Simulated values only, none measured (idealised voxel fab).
The process module that follows is named voxel wiring stack.
Xsec cut, 200 nm wide, square cell size 5 nm.
In this document a cross-section is written as a grid of square cells. It is given as a series of bands, listed from the top down, and a band is one or more rows of cells. The entry gives the band's vertical extent as a top height and a bottom height in nm, then its horizontal make-up as materials from left to right, each with a width in nm. "air" stands for empty space; a single material marked "everywhere" fills the band edge to edge. Convention: height 0 is the level below which the wafer, as received, is all one material. The lowest band does not terminate at the bottom but continues downward, represented as "z 0 and below". Read "30 to 40" as a graded width: first number on top, second number at the bottom, same change between each pair of neighbouring rows. No cell of the cross-section changed in a step that is given as "remained the same". "Enclosed void inventory" contains a list of empty spaces, each no smaller than 8 cells and without an open way to the top, written in the form width x height at distance with the distance from the left edge and all three in nm. On a step's line, text after the settings is the simulator commenting on that step. overlay nm: for a step with a mask, the amount by which the mask lay right of where it was planned; a negative amount means left of it.
## Steps planned for the process
1 RECEIVE: material Si
2 CONFORMAL_DEP: material SiO2, thk nm 15
3 DIRECTIONAL_DEP: material TiN, thk nm 5
4 DIRECTIONAL_DEP: material Ru, thk nm 20
5 MASKED_ETCH: tone cover, mask id METAL_1, width nm 30, pitch nm 60, etch materials Ru, depth nm 20, overlay nm 0
6 MASKED_ETCH: tone cover, mask id METAL_1, width nm 30, pitch nm 60, etch materials TiN, depth nm 5, overlay nm 0
7 CONFORMAL_DEP: material SiCN, thk nm 5
8 FILL_DEP: material SiO2, thk nm 5
9 CMP: height nm 40
10 CONFORMAL_DEP: material SiCN, thk nm 5
11 DIRECTIONAL_DEP: material lowk, thk nm 30
12 PATTERN: tone open, mask id METAL_2_HOLES, material resist, width nm 15, pitch nm 60, thk nm 20, overlay nm 0
13 DIRECTIONAL_ETCH: etch materials lowk, depth nm 30
14 STRIP: etch materials resist
15 MASKED_ETCH: tone open, mask id METAL_2, width nm 30, pitch nm 60, etch materials lowk, depth nm 20, overlay nm 0
16 MASKED_ETCH: tone open, mask id METAL_2, width nm 30, pitch nm 60, etch materials SiCN, depth nm 5, overlay nm 0
17 CONFORMAL_DEP: material TiN, thk nm 5
18 FILL_DEP: material Cu, thk nm 10
19 CMP: height nm 75
20 CONFORMAL_DEP: material SiCN, thk nm 5
21 DIRECTIONAL_DEP: material lowk, thk nm 35
22 MASKED_ETCH: tone open, mask id METAL_3, width nm 30, pitch nm 60, etch materials lowk, depth nm 20, overlay nm 0
23 MASKED_ETCH: tone open, mask id METAL_3_HOLES, width nm 15, etch materials lowk, depth nm 15, overlay nm 0
24 MASKED_ETCH: tone open, mask id METAL_3_HOLES, width nm 15, etch materials SiCN, depth nm 5, overlay nm 0
25 CONFORMAL_DEP: material TiN, thk nm 5
26 FILL_DEP: material Ru, thk nm 10
27 CMP: height nm 115
28 CONFORMAL_DEP: material SiCN, thk nm 5
## Cross-section, incoming material, after step 1
  z 0 and below = Si everywhere
  Enclosed void inventory: none
## Cross-section: first of two wafers, module finished, run according to plan
  z 120 to 115 = SiCN everywhere
  z 115 to 100 = 55 of lowk; 5 of TiN; 20 of Ru; 5 of TiN; 30 of lowk; 5 of TiN; 20 of Ru; 5 of TiN; 55 of lowk
  z 100 to 95 = 55 of lowk; 5 of TiN; 5 of Ru; 20 of TiN; 30 of lowk; 30 of TiN; 55 of lowk
  z 95 to 80 = 55 of lowk; 5 of TiN; 5 of Ru; 5 of TiN; 130 of lowk
  z 80 to 75 = 55 of SiCN; 15 of TiN; 130 of SiCN
  z 75 to 60 = 55 of lowk; 5 of TiN; 20 of Cu; 5 of TiN; 30 of lowk; 5 of TiN; 20 of Cu; 5 of TiN; 55 of lowk
  z 60 to 55 = 55 of lowk; 5 of TiN; 5 of Cu; 20 of TiN; 30 of lowk; 5 of TiN; 5 of Cu; 20 of TiN; 55 of lowk
  z 55 to 45 = 55 of lowk; 5 of TiN; 5 of Cu; 5 of TiN; 45 of lowk; 5 of TiN; 5 of Cu; 5 of TiN; 70 of lowk
  z 45 to 40 = 55 of SiCN; 15 of TiN; 45 of SiCN; 15 of TiN; 70 of SiCN
  z 40 to 20 = 50 of SiO2; 5 of SiCN; 30 of Ru; 5 of SiCN; 20 of SiO2; 5 of SiCN; 30 of Ru; 5 of SiCN; 50 of SiO2
  z 20 to 15 = 55 of SiCN; 30 of TiN; 30 of SiCN; 30 of TiN; 55 of SiCN
  z 15 to 0 = SiO2 everywhere
  z 0 and below = Si everywhere
  Enclosed void inventory: none
## Here is the second of the two wafers cut open at the end of the module - same start, same plan as the first one, but we made one mistake running it
  z 120 to 115 = SiCN everywhere
  z 115 to 100 = 55 of lowk; 5 of TiN; 20 of Ru; 5 of TiN; 30 of lowk; 5 of TiN; 20 of Ru; 5 of TiN; 55 of lowk
  z 100 to 95 = 55 of lowk; 5 of TiN; 5 of Ru; 20 of TiN; 30 of lowk; 30 of TiN; 55 of lowk
  z 95 to 80 = 55 of lowk; 5 of TiN; 5 of Ru; 5 of TiN; 130 of lowk
  z 80 to 75 = 55 of SiCN; 15 of TiN; 130 of SiCN
  z 75 to 60 = 65 of Cu; 5 of TiN; 15 of lowk; 5 of TiN; 35 of Cu; 5 of TiN; 15 of lowk; 5 of TiN; 50 of Cu
  z 60 to 55 = 60 of TiN; 5 of Cu; 5 of TiN; 15 of lowk; 35 of TiN; 5 of Cu; 5 of TiN; 15 of lowk; 55 of TiN
  z 55 to 45 = 55 of lowk; 5 of TiN; 5 of Cu; 5 of TiN; 45 of lowk; 5 of TiN; 5 of Cu; 5 of TiN; 70 of lowk
  z 45 to 40 = 55 of SiCN; 15 of TiN; 45 of SiCN; 15 of TiN; 70 of SiCN
  z 40 to 20 = 50 of SiO2; 5 of SiCN; 30 of Ru; 5 of SiCN; 20 of SiO2; 5 of SiCN; 30 of Ru; 5 of SiCN; 50 of SiO2
  z 20 to 15 = 55 of SiCN; 30 of TiN; 30 of SiCN; 30 of TiN; 55 of SiCN
  z 15 to 0 = SiO2 everywhere
  z 0 and below = Si everywhere
  Enclosed void inventory: none
The plan and the run diverged here: rather than as planned, step 15 actually ran as MASKED_ETCH: tone cover, mask id METAL_2, width nm 30, pitch nm 60, etch materials lowk, depth nm 20, overlay nm 0
Final cells, second wafer relative to first, materials higher or lower: Cu +66; TiN +22; lowk -88
